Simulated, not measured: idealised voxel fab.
The process module presented herein is designated voxel self aligned vias.
Section cut is 255 nm wide and gridded with 5 nm square cells.
This document writes a cross-section as a grid whose cells are square, and gives it as bands, listed from the top down; one or more rows of cells form a band.
What a band's entry tells you: where the top is and where the bottom is, as heights in nm, and after that what lies inside, material by material from left to right, each with its width in nm. Empty space is written as the word "blank", and a single material marked with the word "throughout" occupies the band from edge to edge.
It should be noted that heights are counted from 0, beneath which the wafer as supplied is of one material throughout, and that the lowest band possesses no lower boundary but continues downward, as written in "0 and below".
With a width like "30 to 40", each row of cells in the band differs from the next by the same amount, the top row carrying the first number and the bottom row the second.
Key: "nothing changed" - step with no changed cell in the cross-section.
If an empty space has no open way to the top and is at least 8 cells in size, "Enclosed cavities" lists it, written width x height at distance, where distance is measured from the left edge and every value is in nm.
Post-settings text on a step line: simulator's own remark regarding the step.
overlay nm: on a step with a mask, how far right of its planned place the mask lay; negative means left.
Planned process steps
- 1: op RECEIVE | material Si
- 2: op CONFORMAL_DEP | material SiO2 | thk nm 15
- 3: op CONFORMAL_DEP | material SiCN | thk nm 5
- 4: op DIRECTIONAL_DEP | material SiO2 | thk nm 25
- 5: op PATTERN | tone open | mask id LINES | material resist | width nm 30 | pitch nm 70 | thk nm 20 | overlay nm 0
- 6: op DIRECTIONAL_ETCH | etch materials SiO2 | depth nm 25
- 7: op STRIP | etch materials resist
- 8: op CONFORMAL_DEP | material TiN | thk nm 5
- 9: op FILL_DEP | material W | thk nm 5
- 10: op CMP | height nm 45
- 11: op SELECTIVE_ETCH | etch materials W Ru TiN | depth nm 5
- 12: op FILL_DEP | material SiN | thk nm 5
- 13: op CMP | height nm 45
- 14: op DIRECTIONAL_DEP | material SiO2 | thk nm 20
- 15: op PATTERN | tone open | mask id VIAS | material resist | width nm 40 | pitch nm 70 | thk nm 20 | overlay nm 0
- 16: op DIRECTIONAL_ETCH | etch materials SiO2 | depth nm 20
- 17: op DIRECTIONAL_ETCH | etch materials SiN | depth nm 5
- 18: op STRIP | etch materials resist
- 19: op CONFORMAL_DEP | material TiN | thk nm 5
- 20: op FILL_DEP | material W | thk nm 5
- 21: op CMP | height nm 65
- 22: op CONFORMAL_DEP | material SiN | thk nm 5
Cross-section, incoming material, after step 1
> 0 and below = Si throughout
> Enclosed cavities: none
The plan above was carried out on the starting structure above with one mistake, and this cross-section shows the wafer at the end of the module
> 70 down to 65 = SiN throughout
> 65 down to 50 = SiO2 (65) / TiN (5) / W (30) / TiN (5) / SiO2 (30) / TiN (5) / W (30) / TiN (5) / SiO2 (80)
> 50 down to 45 = SiO2 (65) / TiN (15) / W (20) / TiN (5) / SiO2 (30) / TiN (15) / W (20) / TiN (5) / SiO2 (80)
> 45 down to 40 = SiO2 (75) / TiN (30) / SiO2 (40) / TiN (30) / SiO2 (80)
> 40 down to 25 = SiO2 (75) / TiN (5) / W (20) / TiN (5) / SiO2 (40) / TiN (5) / W (20) / TiN (5) / SiO2 (80)
> 25 down to 20 = SiO2 (75) / TiN (30) / SiO2 (40) / TiN (30) / SiO2 (80)
> 20 down to 15 = SiCN throughout
> 15 down to 0 = SiO2 throughout
> 0 and below = Si throughout
> Enclosed cavities: none
What was the processing mistake? for step 15, the planned setting was not used; the step was instead run as op PATTERN | tone open | mask id VIAS | material resist | width nm 40 | pitch nm 70 | thk nm 20 | overlay nm -5
